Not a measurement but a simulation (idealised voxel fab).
Process module in this document: voxel wiring stack
The cross-section shown here is cut; it is 180 nm wide and divided into square cells measuring 5 nm on a side.
How to read a cross-section here: the picture is a grid of square cells, written as bands going from the top down, and any band can span one or more rows of cells.
Look at the band entry: it leads with the top's height and the bottom's height in nm. Then it lists the materials left to right, with a width in nm for each. The word "throughout" on a single material says that material fills the band edge to edge. The word "air" is empty space.
The level at which height equals 0 is the one under which the wafer, as it arrives, is entirely one material. No lower edge exists for the bottom band, which continues downward and is notated as in "0 down".
A width such as "30..40" changes by the same amount from each row of cells to the next, from the band's top row to its bottom row.
For the purposes of this document, the phrase "remained unchanged" attached to a step denotes that no cell within the cross-section was modified by that step.
In the "Voids, fully enclosed" entry, you get each enclosed empty space of 8 cells or more, one with no open way to the top, written width x height at distance, distance from the left edge, in nm.
That trailing text on a step's line, after the settings, is the simulator's own remark on the step.
The setting "overlay nm" may be written on the line of a step. When the step uses a mask, the value reports how far to the right of the planned place the mask lay, and a negative value reports that it lay to the left.

-- Process steps - plan
1 RECEIVE,material Si
2 CONFORMAL_DEP,material SiO2,thk nm 15
3 DIRECTIONAL_DEP,material TiN,thk nm 5
4 DIRECTIONAL_DEP,material W,thk nm 20
5 DIRECTIONAL_DEP,material aC,thk nm 10
6 PATTERN,tone cover,mask id METAL_1,material resist,width nm 30,pitch nm 60,thk nm 25,overlay nm 0
7 DIRECTIONAL_ETCH,etch materials aC,depth nm 10
8 STRIP,etch materials resist
9 DIRECTIONAL_ETCH,etch materials W,depth nm 20
10 DIRECTIONAL_ETCH,etch materials TiN,depth nm 5
11 STRIP,etch materials aC
12 FILL_DEP,material lowk,thk nm 5
13 CMP,height nm 40
14 CONFORMAL_DEP,material SiCN,thk nm 5
15 DIRECTIONAL_DEP,material SiO2,thk nm 20
16 DIRECTIONAL_DEP,material aC,thk nm 15
17 PATTERN,tone open,mask id PLUG_1,material resist,width nm 15,pitch nm 60,thk nm 35,overlay nm 0
18 DIRECTIONAL_ETCH,etch materials aC,depth nm 15
19 STRIP,etch materials resist
20 DIRECTIONAL_ETCH,etch materials SiO2,depth nm 20
21 DIRECTIONAL_ETCH,etch materials SiCN,depth nm 5
22 STRIP,etch materials aC
23 EPI,material Ru,thk nm 10
24 EPI,material Ru,thk nm 10
25 EPI,material Ru,thk nm 5
26 DIRECTIONAL_DEP,material TiN,thk nm 5
27 DIRECTIONAL_DEP,material Ru,thk nm 15
28 MASKED_ETCH,tone cover,mask id METAL_2,width nm 30,pitch nm 60,etch materials Ru,depth nm 15,overlay nm 0
29 MASKED_ETCH,tone cover,mask id METAL_2,width nm 30,pitch nm 60,etch materials TiN,depth nm 5,overlay nm 0
30 CONFORMAL_DEP,material SiCN,thk nm 5
31 FILL_DEP,material lowk,thk nm 5
32 CMP,height nm 85
33 CONFORMAL_DEP,material SiCN,thk nm 5

-- First out of two wafers; run went to plan

-- Step 1 complete: cross-section of the wafer as received
  0 down | Si throughout
  Voids, fully enclosed: none

-- Step 2 complete: cross-section through the wafer
  15 to 0 | SiO2 throughout
  Below 0 it's all the same as before, nothing changed down there.

-- Step 3 complete: cross-section through the wafer
  20 to 15 | TiN throughout
  Below 15 it's all the same as before, nothing changed down there.

-- Step 4 complete: cross-section through the wafer
  40 to 20 | W throughout
  Below 20 it's all the same as before, nothing changed down there.

-- Step 5 complete: cross-section through the wafer
  50 to 40 | aC throughout
  Below 40 it's all the same as before, nothing changed down there.

-- Step 6 complete: cross-section through the wafer
  75 to 50 | air=15, resist=30, air=30, resist=30, air=30, resist=30, air=15
  Below 50 it's all the same as before, nothing changed down there.

-- Step 7 complete: cross-section through the wafer
  65 to 50 | air=15, resist=30, air=30, resist=30, air=30, resist=30, air=15
  50 to 40 | air=15, aC=30, air=30, aC=30, air=30, aC=30, air=15
  Below 40 it's all the same as before, nothing changed down there.

-- Step 8 complete: cross-section through the wafer
  50 to 40 | air=15, aC=30, air=30, aC=30, air=30, aC=30, air=15
  Below 40 it's all the same as before, nothing changed down there.

-- Step 9 complete: cross-section through the wafer
  50 to 40 | air=15, aC=30, air=30, aC=30, air=30, aC=30, air=15
  40 to 20 | air=15, W=30, air=30, W=30, air=30, W=30, air=15
  Below 20 it's all the same as before, nothing changed down there.

-- Step 10 complete: cross-section through the wafer
  50 to 40 | air=15, aC=30, air=30, aC=30, air=30, aC=30, air=15
  40 to 20 | air=15, W=30, air=30, W=30, air=30, W=30, air=15
  20 to 15 | air=15, TiN=30, air=30, TiN=30, air=30, TiN=30, air=15
  Below 15 it's all the same as before, nothing changed down there.

-- Step 11 complete: cross-section through the wafer
  40 to 20 | air=15, W=30, air=30, W=30, air=30, W=30, air=15
  Below 20 it's all the same as before, nothing changed down there.

-- Step 12 complete: cross-section through the wafer
  45 to 40 | lowk throughout
  40 to 20 | lowk=15, W=30, lowk=30, W=30, lowk=30, W=30, lowk=15
  20 to 15 | lowk=15, TiN=30, lowk=30, TiN=30, lowk=30, TiN=30, lowk=15
  Below 15 it's all the same as before, nothing changed down there.

-- Step 13 complete: cross-section through the wafer
  40 to 20 | lowk=15, W=30, lowk=30, W=30, lowk=30, W=30, lowk=15
  Below 20 it's all the same as before, nothing changed down there.

-- Step 14 complete: cross-section through the wafer
  45 to 40 | SiCN throughout
  Below 40 it's all the same as before, nothing changed down there.

-- Step 15 complete: cross-section through the wafer
  65 to 45 | SiO2 throughout
  Below 45 it's all the same as before, nothing changed down there.

-- Step 16 complete: cross-section through the wafer
  80 to 65 | aC throughout
  Below 65 it's all the same as before, nothing changed down there.

-- Step 17 complete: cross-section through the wafer
  115 to 80 | resist=15, air=15, resist=45, air=15, resist=45, air=15, resist=30
  Below 80 it's all the same as before, nothing changed down there.

-- Step 18 complete: cross-section through the wafer
  100 to 80 | resist=15, air=15, resist=45, air=15, resist=45, air=15, resist=30
  80 to 65 | aC=15, air=15, aC=45, air=15, aC=45, air=15, aC=30
  Below 65 it's all the same as before, nothing changed down there.

-- Step 19 complete: cross-section through the wafer
  80 to 65 | aC=15, air=15, aC=45, air=15, aC=45, air=15, aC=30
  Below 65 it's all the same as before, nothing changed down there.

-- Step 20 complete: cross-section through the wafer
  80 to 65 | aC=15, air=15, aC=45, air=15, aC=45, air=15, aC=30
  65 to 45 | SiO2=15, air=15, SiO2=45, air=15, SiO2=45, air=15, SiO2=30
  Below 45 it's all the same as before, nothing changed down there.

-- Step 21 complete: cross-section through the wafer
  80 to 65 | aC=15, air=15, aC=45, air=15, aC=45, air=15, aC=30
  65 to 45 | SiO2=15, air=15, SiO2=45, air=15, SiO2=45, air=15, SiO2=30
  45 to 40 | SiCN=15, air=15, SiCN=45, air=15, SiCN=45, air=15, SiCN=30
  Below 40 it's all the same as before, nothing changed down there.

-- Step 22 complete: cross-section through the wafer
  65 to 45 | SiO2=15, air=15, SiO2=45, air=15, SiO2=45, air=15, SiO2=30
  Below 45 it's all the same as before, nothing changed down there.

-- Step 23 complete: cross-section through the wafer
  65 to 50 | SiO2=15, air=15, SiO2=45, air=15, SiO2=45, air=15, SiO2=30
  50 to 45 | SiO2=15, Ru=15, SiO2=45, Ru=15, SiO2=45, Ru=15, SiO2=30
  45 to 40 | SiCN=15, Ru=15, SiCN=45, Ru=15, SiCN=45, Ru=15, SiCN=30
  Below 40 it's all the same as before, nothing changed down there.

-- Step 24 complete: cross-section through the wafer
  65 to 60 | SiO2=15, air=15, SiO2=45, air=15, SiO2=45, air=15, SiO2=30
  60 to 45 | SiO2=15, Ru=15, SiO2=45, Ru=15, SiO2=45, Ru=15, SiO2=30
  Below 45 it's all the same as before, nothing changed down there.

-- Step 25 complete: cross-section through the wafer
  65 to 45 | SiO2=15, Ru=15, SiO2=45, Ru=15, SiO2=45, Ru=15, SiO2=30
  Below 45 it's all the same as before, nothing changed down there.

-- Step 26 complete: cross-section through the wafer
  70 to 65 | TiN throughout
  Below 65 it's all the same as before, nothing changed down there.

-- Step 27 complete: cross-section through the wafer
  85 to 70 | Ru throughout
  Below 70 it's all the same as before, nothing changed down there.

-- Step 28 complete: cross-section through the wafer
  85 to 70 | air=15, Ru=30, air=30, Ru=30, air=30, Ru=30, air=15
  Below 70 it's all the same as before, nothing changed down there.

-- Step 29 complete: cross-section through the wafer
  85 to 70 | air=15, Ru=30, air=30, Ru=30, air=30, Ru=30, air=15
  70 to 65 | air=15, TiN=30, air=30, TiN=30, air=30, TiN=30, air=15
  Below 65 it's all the same as before, nothing changed down there.

-- Step 30 complete: cross-section through the wafer
  90 to 85 | air=10, SiCN=40, air=20, SiCN=40, air=20, SiCN=40, air=10
  85 to 70 | air=10, SiCN=5, Ru=30, SiCN=5, air=20, SiCN=5, Ru=30, SiCN=5, air=20, SiCN=5, Ru=30, SiCN=5, air=10
  70 to 65 | SiCN=15, TiN=30, SiCN=30, TiN=30, SiCN=30, TiN=30, SiCN=15
  Below 65 it's all the same as before, nothing changed down there.

-- Step 31 complete: cross-section through the wafer
  95 to 90 | lowk throughout
  90 to 85 | lowk=10, SiCN=40, lowk=20, SiCN=40, lowk=20, SiCN=40, lowk=10
  85 to 70 | lowk=10, SiCN=5, Ru=30, SiCN=5, lowk=20, SiCN=5, Ru=30, SiCN=5, lowk=20, SiCN=5, Ru=30, SiCN=5, lowk=10
  Below 70 it's all the same as before, nothing changed down there.

-- Step 32 complete: cross-section through the wafer
  85 to 70 | lowk=10, SiCN=5, Ru=30, SiCN=5, lowk=20, SiCN=5, Ru=30, SiCN=5, lowk=20, SiCN=5, Ru=30, SiCN=5, lowk=10
  Below 70 it's all the same as before, nothing changed down there.

-- Step 33 complete: cross-section through the wafer
  90 to 85 | SiCN throughout
  Below 85 it's all the same as before, nothing changed down there.

-- The second wafer began exactly as the first did and followed the same plan, but one mistake was made while running it; through step 22 inclusive, the two wafers are identical

-- Second wafer, cut view, end of step 24 per plan
  70 to 65 | air=10, Ru=25, air=35, Ru=25, air=35, Ru=25, air=25
  65 to 45 | SiO2=15, Ru=15, SiO2=45, Ru=15, SiO2=45, Ru=15, SiO2=30
  45 to 40 | SiCN=15, Ru=15, SiCN=45, Ru=15, SiCN=45, Ru=15, SiCN=30
  Below 40 it's all the same as before, nothing changed down there.

-- Second wafer, cut view, end of step 25 per plan
  75 to 65 | air=5, Ru=35, air=25, Ru=35, air=25, Ru=35, air=20
  Below 65 it's all the same as before, nothing changed down there.

-- Second wafer, cut view, end of step 26 per plan
  80 to 75 | air=5, TiN=35, air=25, TiN=35, air=25, TiN=35, air=20
  75 to 70 | air=5, Ru=35, air=25, Ru=35, air=25, Ru=35, air=20
  70 to 65 | TiN=5, Ru=35, TiN=25, Ru=35, TiN=25, Ru=35, TiN=20
  Below 65 it's all the same as before, nothing changed down there.

-- Second wafer, cut view, end of step 27 per plan
  95 to 85 | air=5, Ru=35, air=25, Ru=35, air=25, Ru=35, air=20
  85 to 80 | Ru throughout
  80 to 75 | Ru=5, TiN=35, Ru=25, TiN=35, Ru=25, TiN=35, Ru=20
  75 to 70 | Ru throughout
  Below 70 it's all the same as before, nothing changed down there.

-- Second wafer, cut view, end of step 28 per plan
  95 to 85 | air=15, Ru=25, air=35, Ru=25, air=35, Ru=25, air=20
  85 to 80 | air=15, Ru=30, air=30, Ru=30, air=30, Ru=30, air=15
  80 to 75 | air=5, TiN=35, Ru=5, air=20, TiN=35, Ru=5, air=20, TiN=35, Ru=5, air=15
  75 to 70 | air=5, Ru=40, air=20, Ru=40, air=20, Ru=40, air=15
  Below 70 it's all the same as before, nothing changed down there.

-- Second wafer, cut view, end of step 29 per plan
  95 to 85 | air=15, Ru=25, air=35, Ru=25, air=35, Ru=25, air=20
  85 to 80 | air=15, Ru=30, air=30, Ru=30, air=30, Ru=30, air=15
  80 to 75 | air=15, TiN=25, Ru=5, air=30, TiN=25, Ru=5, air=30, TiN=25, Ru=5, air=15
  75 to 70 | air=5, Ru=40, air=20, Ru=40, air=20, Ru=40, air=15
  70 to 65 | air=5, Ru=35, TiN=5, air=20, Ru=35, TiN=5, air=20, Ru=35, TiN=5, air=15
  Below 65 it's all the same as before, nothing changed down there.

-- Second wafer, cut view, end of step 30 per plan
  100 to 95 | air=10, SiCN=35, air=25, SiCN=35, air=25, SiCN=35, air=15
  95 to 85 | air=10, SiCN=5, Ru=25, SiCN=5..10, air=25..20, SiCN=5, Ru=25, SiCN=5..10, air=25..20, SiCN=5, Ru=25, SiCN=5..10, air=15..10
  85 to 80 | air=10, SiCN=5, Ru=30, SiCN=5, air=20, SiCN=5, Ru=30, SiCN=5, air=20, SiCN=5, Ru=30, SiCN=5, air=10
  80 to 75 | SiCN=15, TiN=25, Ru=5, SiCN=5, air=10, SiCN=15, TiN=25, Ru=5, SiCN=5, air=10, SiCN=15, TiN=25, Ru=5, SiCN=5, air=10
  75 to 70 | SiCN=5, Ru=40, SiCN=5, air=10, SiCN=5, Ru=40, SiCN=5, air=10, SiCN=5, Ru=40, SiCN=5, air=10
  70 to 65 | SiCN=5, Ru=35, TiN=5, SiCN=20, Ru=35, TiN=5, SiCN=20, Ru=35, TiN=5, SiCN=15
  Below 65 it's all the same as before, nothing changed down there.

-- Second wafer, cut view, end of step 31 per plan
  105 to 100 | lowk throughout
  100 to 95 | lowk=10, SiCN=35, lowk=25, SiCN=35, lowk=25, SiCN=35, lowk=15
  95 to 85 | lowk=10, SiCN=5, Ru=25, SiCN=5..10, lowk=25..20, SiCN=5, Ru=25, SiCN=5..10, lowk=25..20, SiCN=5, Ru=25, SiCN=5..10, lowk=15..10
  85 to 80 | lowk=10, SiCN=5, Ru=30, SiCN=5, lowk=20, SiCN=5, Ru=30, SiCN=5, lowk=20, SiCN=5, Ru=30, SiCN=5, lowk=10
  80 to 75 | SiCN=15, TiN=25, Ru=5, SiCN=5, lowk=10, SiCN=15, TiN=25, Ru=5, SiCN=5, lowk=10, SiCN=15, TiN=25, Ru=5, SiCN=5, lowk=10
  75 to 70 | SiCN=5, Ru=40, SiCN=5, lowk=10, SiCN=5, Ru=40, SiCN=5, lowk=10, SiCN=5, Ru=40, SiCN=5, lowk=10
  Below 70 it's all the same as before, nothing changed down there.

-- Second wafer, cut view, end of step 32 per plan
  85 to 80 | lowk=10, SiCN=5, Ru=30, SiCN=5, lowk=20, SiCN=5, Ru=30, SiCN=5, lowk=20, SiCN=5, Ru=30, SiCN=5, lowk=10
  Below 80 it's all the same as before, nothing changed down there.

-- Second wafer, cut view, end of step 33 per plan
  90 to 85 | SiCN throughout
  Below 85 it's all the same as before, nothing changed down there.
The plan and the run diverged here: one of the identical steps 23 and 24 was run twice, but which one cannot be determined
Final comparison by cell count, materials where the second wafer has more or fewer than the first: +12 Ru | -12 lowk
